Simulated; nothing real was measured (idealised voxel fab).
process module | voxel transistor to metal
cross-section cut | 170 nm wide | cells 5 nm
A cross-section is a grid of square cells, given in bands from the top down. A band is one or more rows of cells.
Each band's line starts with the height of the band's top and of its bottom, in nm. Then come its materials from left to right, each with its width in nm. One material with "throughout" fills the band from edge to edge. "air" is empty space.
Height 0 is the level under which the wafer as received is all one material. The lowest band goes on downwards, as in "0 down".
A width such as "30 to 40" changes by the same amount from each row of cells to the next, from the band's top row to its bottom row.
"no change" after a step means that no cell of the cross-section changed.
closed voids: empty space of 8 cells or more with no open way to the top, each as width x height at its distance from the left edge, in nm
after a step's settings: what the simulator itself notes on the step
overlay nm, on a step with a mask: how far to the right of its planned place the mask lay; to the left if negative
Each pair below shows a cross-section before one step and the cross-section after it, down to the lowest band that changed. The line under each pair gives the step between them, with its settings. The pairs can come from different runs of this module on the same starting wafer, so a pair continues from the pair above only where its "before" says so.
before
  65 to 60: SiCN throughout
  60 to 55: SiCN 25 | Ru 30 | SiCN 55 | Ru 30 | SiCN 30
  55 to 50: SiCN 30 | TiN 20 | SiCN 65 | TiN 20 | SiCN 35
  50 to 40: W throughout
  40 to 35: TiN 35 | W 10 | TiN 75 | W 10 | TiN 40
  35 to 25: SiO2 30 | TiN 5 | W 10 | TiN 5 | SiO2 65 | TiN 5 | W 10 | TiN 5 | SiO2 35
  25 to 20: SiO2 30 | TiN 5 | W 10 | TiN 5 | SiO2 10 | SiN 5 | HfO2 5 | TiN 5 | W 15 | TiN 5 | HfO2 5 | SiN 5 | SiO2 10 | TiN 5 | W 10 | TiN 5 | SiO2 35
  20 to 15: SiO2 30 | TiN 20 | SiO2 10 | SiN 5 | HfO2 5 | TiN 5 | W 15 | TiN 5 | HfO2 5 | SiN 5 | SiO2 10 | TiN 20 | SiO2 35
  15 to 5: SiO2 15 | SiGe 45 | SiN 5 | HfO2 5 | TiN 5 | W 15 | TiN 5 | HfO2 5 | SiN 5 | SiGe 45 | SiO2 20
  5 to 0: SiO2 15 | SiGe 5 | SiN 5 | SiGe 35 | SiN 5 | HfO2 5 | TiN 25 | HfO2 5 | SiN 5 | SiGe 35 | SiN 5 | SiGe 5 | SiO2 20
  0 to -5: SiO2 25 | SiGe 35 | SiO2 5 | HfO2 35 | SiO2 5 | SiGe 35 | SiO2 30
  -5 to -20: SiO2 20 | Si 5 | SiGe 35 | Si 45 | SiGe 35 | Si 5 | SiO2 25
  -20 to -30: SiO2 20 | Si 125 | SiO2 25
  -30 down: Si throughout
  closed voids: none
after
  90 to 65: SiO2 throughout
  below 65: unchanged
  closed voids: none
the step between: op DIRECTIONAL_DEP | material SiO2 | thk nm 25
before: the cross-section after the pair above
after
  100 to 90: aC throughout
  below 90: unchanged
  closed voids: none
the step between: op DIRECTIONAL_DEP | material aC | thk nm 10
before: the cross-section after the pair above
after
  130 to 100: resist 30 | air 15 | resist 70 | air 15 | resist 40
  below 100: unchanged
  closed voids: none
the step between: op PATTERN | tone open | mask id METAL_2_HOLES | material resist | width nm 15 | pitch nm 85 | thk nm 30 | overlay nm 0
before: the cross-section after the pair above
after
  120 to 100: resist 30 | air 15 | resist 70 | air 15 | resist 40
  100 to 90: aC 30 | air 15 | aC 70 | air 15 | aC 40
  below 90: unchanged
  closed voids: none
the step between: op DIRECTIONAL_ETCH | etch materials aC | depth nm 10
before: the cross-section after the pair above
after
  100 to 90: aC 30 | air 15 | aC 70 | air 15 | aC 40
  below 90: unchanged
  closed voids: none
the step between: op STRIP | etch materials resist
before: the cross-section after the pair above
after
  100 to 90: aC 30 | air 15 | aC 70 | air 15 | aC 40
  90 to 65: SiO2 30 | air 15 | SiO2 70 | air 15 | SiO2 40
  below 65: unchanged
  closed voids: none
the step between: op DIRECTIONAL_ETCH | etch materials SiO2 | depth nm 25
before: the cross-section after the pair above
after
  90 to 65: SiO2 30 | air 15 | SiO2 70 | air 15 | SiO2 40
  below 65: unchanged
  closed voids: none
the step between: op STRIP | etch materials aC
before: the cross-section after the pair above
after
  105 to 90: resist 30 | air 20 | resist 65 | air 20 | resist 35
  below 90: unchanged
  closed voids: none
the step between: op PATTERN | tone open | mask id METAL_2 | material resist | width nm 20 | pitch nm 85 | thk nm 15 | overlay nm 0
before: the cross-section after the pair above
after
  105 to 90: resist 30 | air 20 | resist 65 | air 20 | resist 35
  90 to 75: SiO2 30 | air 20 | SiO2 65 | air 20 | SiO2 35
  below 75: unchanged
  closed voids: none
the step between: op DIRECTIONAL_ETCH | etch materials SiO2 | depth nm 15
before: the cross-section after the pair above
after
  105 to 90: resist 30 | air 20 | resist 65 | air 20 | resist 35
  90 to 75: SiO2 30 | air 20 | SiO2 65 | air 20 | SiO2 35
  75 to 65: SiO2 30 | air 15 | SiO2 70 | air 15 | SiO2 40
  65 to 60: SiCN 30 | air 15 | SiCN 70 | air 15 | SiCN 40
  below 60: unchanged
  closed voids: none
the step between: op DIRECTIONAL_ETCH | etch materials SiCN | depth nm 5
before: the cross-section after the pair above
after
  90 to 75: SiO2 30 | air 20 | SiO2 65 | air 20 | SiO2 35
  below 75: unchanged
  closed voids: none
the step between: op STRIP | etch materials resist
before: the cross-section after the pair above
after
  95 to 90: TiN 35 | air 10 | TiN 75 | air 10 | TiN 40
  90 to 80: SiO2 30 | TiN 5 | air 10 | TiN 5 | SiO2 65 | TiN 5 | air 10 | TiN 5 | SiO2 35
  80 to 75: SiO2 30 | TiN 5 | air 5 | TiN 10 | SiO2 65 | TiN 5 | air 5 | TiN 10 | SiO2 35
  75 to 65: SiO2 30 | TiN 5 | air 5 | TiN 5 | SiO2 70 | TiN 5 | air 5 | TiN 5 | SiO2 40
  65 to 60: SiCN 30 | TiN 15 | SiCN 70 | TiN 15 | SiCN 40
  below 60: unchanged
  closed voids: none
the step between: op CONFORMAL_DEP | material TiN | thk nm 5
before: the cross-section after the pair above
after
  105 to 95: Cu throughout
  95 to 90: TiN 35 | Cu 10 | TiN 75 | Cu 10 | TiN 40
  90 to 80: SiO2 30 | TiN 5 | Cu 10 | TiN 5 | SiO2 65 | TiN 5 | Cu 10 | TiN 5 | SiO2 35
  80 to 75: SiO2 30 | TiN 5 | Cu 5 | TiN 10 | SiO2 65 | TiN 5 | Cu 5 | TiN 10 | SiO2 35
  75 to 65: SiO2 30 | TiN 5 | Cu 5 | TiN 5 | SiO2 70 | TiN 5 | Cu 5 | TiN 5 | SiO2 40
  below 65: unchanged
  closed voids: none
the step between: op FILL_DEP | material Cu | thk nm 10
before: the cross-section after the pair above
after
  90 to 80: SiO2 30 | TiN 5 | Cu 10 | TiN 5 | SiO2 65 | TiN 5 | Cu 10 | TiN 5 | SiO2 35
  below 80: unchanged
  closed voids: none
the step between: op CMP | height nm 90
before: the cross-section after the pair above
after
  95 to 90: SiN throughout
  below 90: unchanged
  closed voids: none
the step between: op CONFORMAL_DEP | material SiN | thk nm 5
before
  40 to 35: air 60 | SiN 5 | air 5 | SiCN 25 | air 5 | SiN 5 | air 65
  35 to 30: air 60 | SiN 5 | SiO2 5 | SiCN 25 | SiO2 5 | SiN 5 | air 65
  30 to 5: air 60 | SiN 5 | SiO2 5 | polySi 25 | SiO2 5 | SiN 5 | air 65
  5 to 0: air 20 | SiN 5 | air 35 | SiN 5 | SiO2 5 | polySi 25 | SiO2 5 | SiN 5 | air 35 | SiN 5 | air 25
  0 to -5: SiO2 25 | air 35 | SiO2 45 | air 35 | SiO2 30
  -5 to -20: SiO2 20 | Si 5 | air 35 | Si 45 | air 35 | Si 5 | SiO2 25
  -20 to -30: SiO2 20 | Si 125 | SiO2 25
  -30 down: Si throughout
  closed voids: none
after
  40 to 35: air 60 | SiN 5 | air 5 | SiCN 25 | air 5 | SiN 5 | air 65
  35 to 30: air 60 | SiN 5 | SiO2 5 | SiCN 25 | SiO2 5 | SiN 5 | air 65
  30 to 5: air 60 | SiN 5 | SiO2 5 | polySi 25 | SiO2 5 | SiN 5 | air 65
  5 to 0: air 20 | SiN 5 | air 35 | SiN 5 | SiO2 5 | polySi 25 | SiO2 5 | SiN 5 | air 35 | SiN 5 | air 25
  0 to -5: SiO2 25 | air 35 | SiO2 45 | air 35 | SiO2 30
  -5 to -30: SiO2 20 | Si 5 | air 35 | Si 45 | air 35 | Si 5 | SiO2 25
  -30 to -35: Si 25 | air 35 | Si 45 | air 35 | Si 30
  below -35: unchanged
  closed voids: none
the step between: op DIRECTIONAL_ETCH | etch materials Si | depth nm 15
before: the cross-section after the pair above
after
  40 to 35: air 60 | SiN 5 | air 5 | SiCN 25 | air 5 | SiN 5 | air 65
  35 to 30: air 60 | SiN 5 | SiO2 5 | SiCN 25 | SiO2 5 | SiN 5 | air 65
  30 to 15: air 60 | SiN 5 | SiO2 5 | polySi 25 | SiO2 5 | SiN 5 | air 65
  15 to 5: air 15 | SiGe 45 | SiN 5 | SiO2 5 | polySi 25 | SiO2 5 | SiN 5 | SiGe 45 | air 20
  5 to 0: air 15 | SiGe 5 | SiN 5 | SiGe 35 | SiN 5 | SiO2 5 | polySi 25 | SiO2 5 | SiN 5 | SiGe 35 | SiN 5 | SiGe 5 | air 20
  0 to -5: SiO2 25 | SiGe 35 | SiO2 45 | SiGe 35 | SiO2 30
  -5 to -30: SiO2 20 | Si 5 | SiGe 35 | Si 45 | SiGe 35 | Si 5 | SiO2 25
  -30 to -35: Si 25 | SiGe 35 | Si 45 | SiGe 35 | Si 30
  below -35: unchanged
  closed voids: none
the step between: op EPI | material SiGe | thk nm 20
before: the cross-section after the pair above
after
  45 to 40: SiO2 throughout
  40 to 30: SiO2 60 | SiN 5 | SiO2 5 | SiCN 25 | SiO2 5 | SiN 5 | SiO2 65
  30 to 15: SiO2 60 | SiN 5 | SiO2 5 | polySi 25 | SiO2 5 | SiN 5 | SiO2 65
  15 to 5: SiO2 15 | SiGe 45 | SiN 5 | SiO2 5 | polySi 25 | SiO2 5 | SiN 5 | SiGe 45 | SiO2 20
  5 to 0: SiO2 15 | SiGe 5 | SiN 5 | SiGe 35 | SiN 5 | SiO2 5 | polySi 25 | SiO2 5 | SiN 5 | SiGe 35 | SiN 5 | SiGe 5 | SiO2 20
  below 0: unchanged
  closed voids: none
the step between: op FILL_DEP | material SiO2 | thk nm 5
before: the cross-section after the pair above
after
  30 to 15: SiO2 60 | SiN 5 | SiO2 5 | polySi 25 | SiO2 5 | SiN 5 | SiO2 65
  below 15: unchanged
  closed voids: none
the step between: op CMP | height nm 30
before: the cross-section after the pair above
after
  30 to 15: SiO2 60 | SiN 5 | SiO2 5 | air 25 | SiO2 5 | SiN 5 | SiO2 65
  15 to 5: SiO2 15 | SiGe 45 | SiN 5 | SiO2 5 | air 25 | SiO2 5 | SiN 5 | SiGe 45 | SiO2 20
  5 to 0: SiO2 15 | SiGe 5 | SiN 5 | SiGe 35 | SiN 5 | SiO2 5 | air 25 | SiO2 5 | SiN 5 | SiGe 35 | SiN 5 | SiGe 5 | SiO2 20
  below 0: unchanged
  closed voids: none
the step between: op STRIP | etch materials polySi
before: the cross-section after the pair above
after
  30 to 25: air 60 | SiN 5 | air 35 | SiN 5 | air 65
  25 to 15: SiO2 60 | SiN 5 | air 35 | SiN 5 | SiO2 65
  15 to 5: SiO2 15 | SiGe 45 | SiN 5 | air 35 | SiN 5 | SiGe 45 | SiO2 20
  5 to 0: SiO2 15 | SiGe 5 | SiN 5 | SiGe 35 | SiN 5 | air 35 | SiN 5 | SiGe 35 | SiN 5 | SiGe 5 | SiO2 20
  0 to -5: SiO2 25 | SiGe 35 | SiO2 5 | air 35 | SiO2 5 | SiGe 35 | SiO2 30
  below -5: unchanged
  closed voids: none
the step between: op SELECTIVE_ETCH | etch materials SiO2 | depth nm 5
before: the cross-section after the pair above
after
  35 to 30: air 55 | HfO2 15 | air 25 | HfO2 15 | air 60
  30 to 25: HfO2 60 | SiN 5 | HfO2 5 | air 25 | HfO2 5 | SiN 5 | HfO2 65
  25 to 15: SiO2 60 | SiN 5 | HfO2 5 | air 25 | HfO2 5 | SiN 5 | SiO2 65
  15 to 5: SiO2 15 | SiGe 45 | SiN 5 | HfO2 5 | air 25 | HfO2 5 | SiN 5 | SiGe 45 | SiO2 20
  5 to 0: SiO2 15 | SiGe 5 | SiN 5 | SiGe 35 | SiN 5 | HfO2 5 | air 25 | HfO2 5 | SiN 5 | SiGe 35 | SiN 5 | SiGe 5 | SiO2 20
  0 to -5: SiO2 25 | SiGe 35 | SiO2 5 | HfO2 35 | SiO2 5 | SiGe 35 | SiO2 30
  below -5: unchanged
  closed voids: none
the step between: op CONFORMAL_DEP | material HfO2 | thk nm 5
before: the cross-section after the pair above
after
  40 to 35: air 50 | TiN 25 | air 15 | TiN 25 | air 55
  35 to 30: TiN 55 | HfO2 15 | TiN 5 | air 15 | TiN 5 | HfO2 15 | TiN 60
  30 to 25: HfO2 60 | SiN 5 | HfO2 5 | TiN 5 | air 15 | TiN 5 | HfO2 5 | SiN 5 | HfO2 65
  25 to 15: SiO2 60 | SiN 5 | HfO2 5 | TiN 5 | air 15 | TiN 5 | HfO2 5 | SiN 5 | SiO2 65
  15 to 5: SiO2 15 | SiGe 45 | SiN 5 | HfO2 5 | TiN 5 | air 15 | TiN 5 | HfO2 5 | SiN 5 | SiGe 45 | SiO2 20
  5 to 0: SiO2 15 | SiGe 5 | SiN 5 | SiGe 35 | SiN 5 | HfO2 5 | TiN 25 | HfO2 5 | SiN 5 | SiGe 35 | SiN 5 | SiGe 5 | SiO2 20
  below 0: unchanged
  closed voids: none
the step between: op CONFORMAL_DEP | material TiN | thk nm 5
before: the cross-section after the pair above
after
  45 to 40: W throughout
  40 to 35: W 50 | TiN 25 | W 15 | TiN 25 | W 55
  35 to 30: TiN 55 | HfO2 15 | TiN 5 | W 15 | TiN 5 | HfO2 15 | TiN 60
  30 to 25: HfO2 60 | SiN 5 | HfO2 5 | TiN 5 | W 15 | TiN 5 | HfO2 5 | SiN 5 | HfO2 65
  25 to 15: SiO2 60 | SiN 5 | HfO2 5 | TiN 5 | W 15 | TiN 5 | HfO2 5 | SiN 5 | SiO2 65
  15 to 5: SiO2 15 | SiGe 45 | SiN 5 | HfO2 5 | TiN 5 | W 15 | TiN 5 | HfO2 5 | SiN 5 | SiGe 45 | SiO2 20
  below 5: unchanged
  closed voids: none
the step between: op FILL_DEP | material W | thk nm 5
before: the cross-section after the pair above
after
  25 to 15: SiO2 60 | SiN 5 | HfO2 5 | TiN 5 | W 15 | TiN 5 | HfO2 5 | SiN 5 | SiO2 65
  below 15: unchanged
  closed voids: none
the step between: op CMP | height nm 25
before: the cross-section after the pair above
after
  35 to 25: SiO2 throughout
  below 25: unchanged
  closed voids: none
the step between: op DIRECTIONAL_DEP | material SiO2 | thk nm 10
before: the cross-section after the pair above
after
  55 to 35: resist 30 | air 20 | resist 65 | air 20 | resist 35
  below 35: unchanged
  closed voids: none
the step between: op PATTERN | tone open | mask id CONTACT | material resist | width nm 20 | pitch nm 85 | thk nm 20 | overlay nm 0
before: the cross-section after the pair above
after
  55 to 35: resist 30 | air 20 | resist 65 | air 20 | resist 35
  35 to 25: SiO2 30 | air 20 | SiO2 65 | air 20 | SiO2 35
  25 to 15: SiO2 30 | air 20 | SiO2 10 | SiN 5 | HfO2 5 | TiN 5 | W 15 | TiN 5 | HfO2 5 | SiN 5 | SiO2 10 | air 20 | SiO2 35
  below 15: unchanged
  closed voids: none
the step between: op DIRECTIONAL_ETCH | etch materials SiO2 | depth nm 20
before: the cross-section after the pair above
after
  35 to 25: SiO2 30 | air 20 | SiO2 65 | air 20 | SiO2 35
  below 25: unchanged
  closed voids: none
the step between: op STRIP | etch materials resist
before: the cross-section after the pair above
after
  40 to 35: TiN 35 | air 10 | TiN 75 | air 10 | TiN 40
  35 to 25: SiO2 30 | TiN 5 | air 10 | TiN 5 | SiO2 65 | TiN 5 | air 10 | TiN 5 | SiO2 35
  25 to 20: SiO2 30 | TiN 5 | air 10 | TiN 5 | SiO2 10 | SiN 5 | HfO2 5 | TiN 5 | W 15 | TiN 5 | HfO2 5 | SiN 5 | SiO2 10 | TiN 5 | air 10 | TiN 5 | SiO2 35
  20 to 15: SiO2 30 | TiN 20 | SiO2 10 | SiN 5 | HfO2 5 | TiN 5 | W 15 | TiN 5 | HfO2 5 | SiN 5 | SiO2 10 | TiN 20 | SiO2 35
  below 15: unchanged
  closed voids: none
the step between: op CONFORMAL_DEP | material TiN | thk nm 5
before: the cross-section after the pair above
after
  50 to 40: W throughout
  40 to 35: TiN 35 | W 10 | TiN 75 | W 10 | TiN 40
  35 to 25: SiO2 30 | TiN 5 | W 10 | TiN 5 | SiO2 65 | TiN 5 | W 10 | TiN 5 | SiO2 35
  25 to 20: SiO2 30 | TiN 5 | W 10 | TiN 5 | SiO2 10 | SiN 5 | HfO2 5 | TiN 5 | W 15 | TiN 5 | HfO2 5 | SiN 5 | SiO2 10 | TiN 5 | W 10 | TiN 5 | SiO2 35
  below 20: unchanged
  closed voids: none
the step between: op FILL_DEP | material W | thk nm 10
before: the cross-section after the pair above
after
  35 to 25: SiO2 30 | TiN 5 | W 10 | TiN 5 | SiO2 65 | TiN 5 | W 10 | TiN 5 | SiO2 35
  below 25: unchanged
  closed voids: none
the step between: op CMP | height nm 35
before: the cross-section after the pair above
after
  40 to 35: SiCN throughout
  below 35: unchanged
  closed voids: none
the step between: op CONFORMAL_DEP | material SiCN | thk nm 5
before: the cross-section after the pair above
after
  55 to 40: lowk throughout
  below 40: unchanged
  closed voids: none
the step between: op DIRECTIONAL_DEP | material lowk | thk nm 15
before: the cross-section after the pair above
after
  65 to 55: aC throughout
  below 55: unchanged
  closed voids: none
the step between: op DIRECTIONAL_DEP | material aC | thk nm 10
before: the cross-section after the pair above
after
  95 to 65: resist 30 | air 20 | resist 65 | air 20 | resist 35
  below 65: unchanged
  closed voids: none
the step between: op PATTERN | tone open | mask id METAL_1 | material resist | width nm 20 | pitch nm 85 | thk nm 30 | overlay nm 0
before: the cross-section after the pair above
after
  85 to 65: resist 30 | air 20 | resist 65 | air 20 | resist 35
  65 to 55: aC 30 | air 20 | aC 65 | air 20 | aC 35
  below 55: unchanged
  closed voids: none
the step between: op DIRECTIONAL_ETCH | etch materials aC | depth nm 10
before: the cross-section after the pair above
after
  65 to 55: aC 30 | air 20 | aC 65 | air 20 | aC 35
  below 55: unchanged
  closed voids: none
the step between: op STRIP | etch materials resist
before: the cross-section after the pair above
after
  65 to 55: aC 30 | air 20 | aC 65 | air 20 | aC 35
  55 to 40: lowk 30 | air 20 | lowk 65 | air 20 | lowk 35
  below 40: unchanged
  closed voids: none
the step between: op DIRECTIONAL_ETCH | etch materials lowk | depth nm 15
before: the cross-section after the pair above
after
  65 to 55: aC 30 | air 20 | aC 65 | air 20 | aC 35
  55 to 40: lowk 30 | air 20 | lowk 65 | air 20 | lowk 35
  40 to 35: SiCN 30 | air 20 | SiCN 65 | air 20 | SiCN 35
  below 35: unchanged
  closed voids: none
the step between: op DIRECTIONAL_ETCH | etch materials SiCN | depth nm 5
before: the cross-section after the pair above
after
  55 to 40: lowk 30 | air 20 | lowk 65 | air 20 | lowk 35
  below 40: unchanged
  closed voids: none
the step between: op STRIP | etch materials aC
before: the cross-section after the pair above
after
  60 to 55: TiN 35 | air 10 | TiN 75 | air 10 | TiN 40
  55 to 40: lowk 30 | TiN 5 | air 10 | TiN 5 | lowk 65 | TiN 5 | air 10 | TiN 5 | lowk 35
  40 to 35: SiCN 30 | TiN 20 | SiCN 65 | TiN 20 | SiCN 35
  below 35: unchanged
  closed voids: none
the step between: op CONFORMAL_DEP | material TiN | thk nm 5
before: the cross-section after the pair above
after
  65 to 60: Cu throughout
  60 to 55: TiN 35 | Cu 10 | TiN 75 | Cu 10 | TiN 40
  55 to 40: lowk 30 | TiN 5 | Cu 10 | TiN 5 | lowk 65 | TiN 5 | Cu 10 | TiN 5 | lowk 35
  below 40: unchanged
  closed voids: none
the step between: op FILL_DEP | material Cu | thk nm 5
before: the cross-section after the pair above
after
  55 to 40: lowk 30 | TiN 5 | Cu 10 | TiN 5 | lowk 65 | TiN 5 | Cu 10 | TiN 5 | lowk 35
  below 40: unchanged
  closed voids: none
the step between: op CMP | height nm 55
before: the cross-section after the pair above
after
  60 to 55: air 25 | Ru 30 | air 55 | Ru 30 | air 30
  below 55: unchanged
  closed voids: none
the step between: op EPI | material Ru | thk nm 5
before: the cross-section after the pair above
after
  65 to 60: SiCN throughout
  60 to 55: SiCN 25 | Ru 30 | SiCN 55 | Ru 30 | SiCN 30
  below 55: unchanged
  closed voids: none
the step between: op FILL_DEP | material SiCN | thk nm 5
before: the cross-section after the pair above
after
  90 to 65: SiO2 throughout
  below 65: unchanged
  closed voids: none
the step between: op DIRECTIONAL_DEP | material SiO2 | thk nm 25
before: the cross-section after the pair above
after
  100 to 90: aC throughout
  below 90: unchanged
  closed voids: none
the step between: op DIRECTIONAL_DEP | material aC | thk nm 10
before: the cross-section after the pair above
after
  130 to 100: resist 30 | air 15 | resist 70 | air 15 | resist 40
  below 100: unchanged
  closed voids: none
the step between: op PATTERN | tone open | mask id METAL_2_HOLES | material resist | width nm 15 | pitch nm 85 | thk nm 30 | overlay nm 0
before: the cross-section after the pair above
after
  120 to 100: resist 30 | air 15 | resist 70 | air 15 | resist 40
  100 to 90: aC 30 | air 15 | aC 70 | air 15 | aC 40
  below 90: unchanged
  closed voids: none
the step between: op DIRECTIONAL_ETCH | etch materials aC | depth nm 10
before: the cross-section after the pair above
after
  100 to 90: aC 30 | air 15 | aC 70 | air 15 | aC 40
  below 90: unchanged
  closed voids: none
the step between: op STRIP | etch materials resist
before: the cross-section after the pair above
after
  100 to 90: aC 30 | air 15 | aC 70 | air 15 | aC 40
  90 to 65: SiO2 30 | air 15 | SiO2 70 | air 15 | SiO2 40
  below 65: unchanged
  closed voids: none
the step between: op DIRECTIONAL_ETCH | etch materials SiO2 | depth nm 25
before: the cross-section after the pair above
after
  90 to 65: SiO2 30 | air 15 | SiO2 70 | air 15 | SiO2 40
  below 65: unchanged
  closed voids: none
the step between: op STRIP | etch materials aC
before: the cross-section after the pair above
after
  105 to 90: resist 30 | air 20 | resist 65 | air 20 | resist 35
  below 90: unchanged
  closed voids: none
the step between: op PATTERN | tone open | mask id METAL_2 | material resist | width nm 20 | pitch nm 85 | thk nm 15 | overlay nm 0
before: the cross-section after the pair above
after
  105 to 90: resist 30 | air 20 | resist 65 | air 20 | resist 35
  90 to 75: SiO2 30 | air 20 | SiO2 65 | air 20 | SiO2 35
  below 75: unchanged
  closed voids: none
the step between: op DIRECTIONAL_ETCH | etch materials SiO2 | depth nm 15
before: the cross-section after the pair above
after
  105 to 90: resist 30 | air 20 | resist 65 | air 20 | resist 35
  90 to 75: SiO2 30 | air 20 | SiO2 65 | air 20 | SiO2 35
  75 to 65: SiO2 30 | air 15 | SiO2 70 | air 15 | SiO2 40
  65 to 60: SiCN 30 | air 15 | SiCN 70 | air 15 | SiCN 40
  below 60: unchanged
  closed voids: none
the step between: op DIRECTIONAL_ETCH | etch materials SiCN | depth nm 5
before: the cross-section after the pair above
after
  90 to 75: SiO2 30 | air 20 | SiO2 65 | air 20 | SiO2 35
  below 75: unchanged
  closed voids: none
the step between: op STRIP | etch materials resist
before: the cross-section after the pair above
after
  95 to 90: TiN 35 | air 10 | TiN 75 | air 10 | TiN 40
  90 to 80: SiO2 30 | TiN 5 | air 10 | TiN 5 | SiO2 65 | TiN 5 | air 10 | TiN 5 | SiO2 35
  80 to 75: SiO2 30 | TiN 5 | air 5 | TiN 10 | SiO2 65 | TiN 5 | air 5 | TiN 10 | SiO2 35
  75 to 65: SiO2 30 | TiN 5 | air 5 | TiN 5 | SiO2 70 | TiN 5 | air 5 | TiN 5 | SiO2 40
  65 to 60: SiCN 30 | TiN 15 | SiCN 70 | TiN 15 | SiCN 40
  below 60: unchanged
  closed voids: none
the step between: op CONFORMAL_DEP | material TiN | thk nm 5
before: the cross-section after the pair above
after
  105 to 95: Cu throughout
  95 to 90: TiN 35 | Cu 10 | TiN 75 | Cu 10 | TiN 40
  90 to 80: SiO2 30 | TiN 5 | Cu 10 | TiN 5 | SiO2 65 | TiN 5 | Cu 10 | TiN 5 | SiO2 35
  80 to 75: SiO2 30 | TiN 5 | Cu 5 | TiN 10 | SiO2 65 | TiN 5 | Cu 5 | TiN 10 | SiO2 35
  75 to 65: SiO2 30 | TiN 5 | Cu 5 | TiN 5 | SiO2 70 | TiN 5 | Cu 5 | TiN 5 | SiO2 40
  below 65: unchanged
  closed voids: none
the step between: op FILL_DEP | material Cu | thk nm 10
before: the cross-section after the pair above
after
  90 to 80: SiO2 30 | TiN 5 | Cu 10 | TiN 5 | SiO2 65 | TiN 5 | Cu 10 | TiN 5 | SiO2 35
  below 80: unchanged
  closed voids: none
the step between: op CMP | height nm 90
before: the cross-section after the pair above
after
  95 to 90: SiN throughout
  below 90: unchanged
  closed voids: none
the step between: op CONFORMAL_DEP | material SiN | thk nm 5
before
  30 to 25: air 60 | SiN 5 | air 35 | SiN 5 | air 65
  25 to 15: SiO2 60 | SiN 5 | air 35 | SiN 5 | SiO2 65
  15 to 5: SiO2 15 | SiGe 45 | SiN 5 | air 35 | SiN 5 | SiGe 45 | SiO2 20
  5 to 0: SiO2 15 | SiGe 5 | SiN 5 | SiGe 35 | SiN 5 | air 35 | SiN 5 | SiGe 35 | SiN 5 | SiGe 5 | SiO2 20
  0 to -5: SiO2 25 | SiGe 35 | SiO2 5 | air 35 | SiO2 5 | SiGe 35 | SiO2 30
  -5 to -20: SiO2 20 | Si 5 | SiGe 35 | Si 45 | SiGe 35 | Si 5 | SiO2 25
  -20 to -30: SiO2 20 | Si 125 | SiO2 25
  -30 down: Si throughout
  closed voids: none
after
  35 to 30: air 55 | TiN 15 | air 25 | TiN 15 | air 60
  30 to 25: TiN 60 | SiN 5 | TiN 5 | air 25 | TiN 5 | SiN 5 | TiN 65
  25 to 15: SiO2 60 | SiN 5 | TiN 5 | air 25 | TiN 5 | SiN 5 | SiO2 65
  15 to 5: SiO2 15 | SiGe 45 | SiN 5 | TiN 5 | air 25 | TiN 5 | SiN 5 | SiGe 45 | SiO2 20
  5 to 0: SiO2 15 | SiGe 5 | SiN 5 | SiGe 35 | SiN 5 | TiN 5 | air 25 | TiN 5 | SiN 5 | SiGe 35 | SiN 5 | SiGe 5 | SiO2 20
  0 to -5: SiO2 25 | SiGe 35 | SiO2 5 | TiN 35 | SiO2 5 | SiGe 35 | SiO2 30
  below -5: unchanged
  closed voids: none
the step between: op CONFORMAL_DEP | material TiN | thk nm 5
before: the cross-section after the pair above
after
  40 to 35: air 50 | HfO2 25 | air 15 | HfO2 25 | air 55
  35 to 30: HfO2 55 | TiN 15 | HfO2 5 | air 15 | HfO2 5 | TiN 15 | HfO2 60
  30 to 25: TiN 60 | SiN 5 | TiN 5 | HfO2 5 | air 15 | HfO2 5 | TiN 5 | SiN 5 | TiN 65
  25 to 15: SiO2 60 | SiN 5 | TiN 5 | HfO2 5 | air 15 | HfO2 5 | TiN 5 | SiN 5 | SiO2 65
  15 to 5: SiO2 15 | SiGe 45 | SiN 5 | TiN 5 | HfO2 5 | air 15 | HfO2 5 | TiN 5 | SiN 5 | SiGe 45 | SiO2 20
  5 to 0: SiO2 15 | SiGe 5 | SiN 5 | SiGe 35 | SiN 5 | TiN 5 | HfO2 25 | TiN 5 | SiN 5 | SiGe 35 | SiN 5 | SiGe 5 | SiO2 20
  below 0: unchanged
  closed voids: none
the step between: op CONFORMAL_DEP | material HfO2 | thk nm 5
before: the cross-section after the pair above
after
  45 to 40: W throughout
  40 to 35: W 50 | HfO2 25 | W 15 | HfO2 25 | W 55
  35 to 30: HfO2 55 | TiN 15 | HfO2 5 | W 15 | HfO2 5 | TiN 15 | HfO2 60
  30 to 25: TiN 60 | SiN 5 | TiN 5 | HfO2 5 | W 15 | HfO2 5 | TiN 5 | SiN 5 | TiN 65
  25 to 15: SiO2 60 | SiN 5 | TiN 5 | HfO2 5 | W 15 | HfO2 5 | TiN 5 | SiN 5 | SiO2 65
  15 to 5: SiO2 15 | SiGe 45 | SiN 5 | TiN 5 | HfO2 5 | W 15 | HfO2 5 | TiN 5 | SiN 5 | SiGe 45 | SiO2 20
  below 5: unchanged
  closed voids: none
the step between: op FILL_DEP | material W | thk nm 5
before: the cross-section after the pair above
after
  25 to 15: SiO2 60 | SiN 5 | TiN 5 | HfO2 5 | W 15 | HfO2 5 | TiN 5 | SiN 5 | SiO2 65
  below 15: unchanged
  closed voids: none
the step between: op CMP | height nm 25
before: the cross-section after the pair above
after
  35 to 25: SiO2 throughout
  below 25: unchanged
  closed voids: none
the step between: op DIRECTIONAL_DEP | material SiO2 | thk nm 10
before: the cross-section after the pair above
after
  55 to 35: resist 30 | air 20 | resist 65 | air 20 | resist 35
  below 35: unchanged
  closed voids: none
the step between: op PATTERN | tone open | mask id CONTACT | material resist | width nm 20 | pitch nm 85 | thk nm 20 | overlay nm 0
before: the cross-section after the pair above
after
  55 to 35: resist 30 | air 20 | resist 65 | air 20 | resist 35
  35 to 25: SiO2 30 | air 20 | SiO2 65 | air 20 | SiO2 35
  25 to 15: SiO2 30 | air 20 | SiO2 10 | SiN 5 | TiN 5 | HfO2 5 | W 15 | HfO2 5 | TiN 5 | SiN 5 | SiO2 10 | air 20 | SiO2 35
  below 15: unchanged
  closed voids: none
the step between: op DIRECTIONAL_ETCH | etch materials SiO2 | depth nm 20
before: the cross-section after the pair above
after
  35 to 25: SiO2 30 | air 20 | SiO2 65 | air 20 | SiO2 35
  below 25: unchanged
  closed voids: none
the step between: op STRIP | etch materials resist
before: the cross-section after the pair above
after
  40 to 35: TiN 35 | air 10 | TiN 75 | air 10 | TiN 40
  35 to 25: SiO2 30 | TiN 5 | air 10 | TiN 5 | SiO2 65 | TiN 5 | air 10 | TiN 5 | SiO2 35
  25 to 20: SiO2 30 | TiN 5 | air 10 | TiN 5 | SiO2 10 | SiN 5 | TiN 5 | HfO2 5 | W 15 | HfO2 5 | TiN 5 | SiN 5 | SiO2 10 | TiN 5 | air 10 | TiN 5 | SiO2 35
  20 to 15: SiO2 30 | TiN 20 | SiO2 10 | SiN 5 | TiN 5 | HfO2 5 | W 15 | HfO2 5 | TiN 5 | SiN 5 | SiO2 10 | TiN 20 | SiO2 35
  below 15: unchanged
  closed voids: none
the step between: op CONFORMAL_DEP | material TiN | thk nm 5
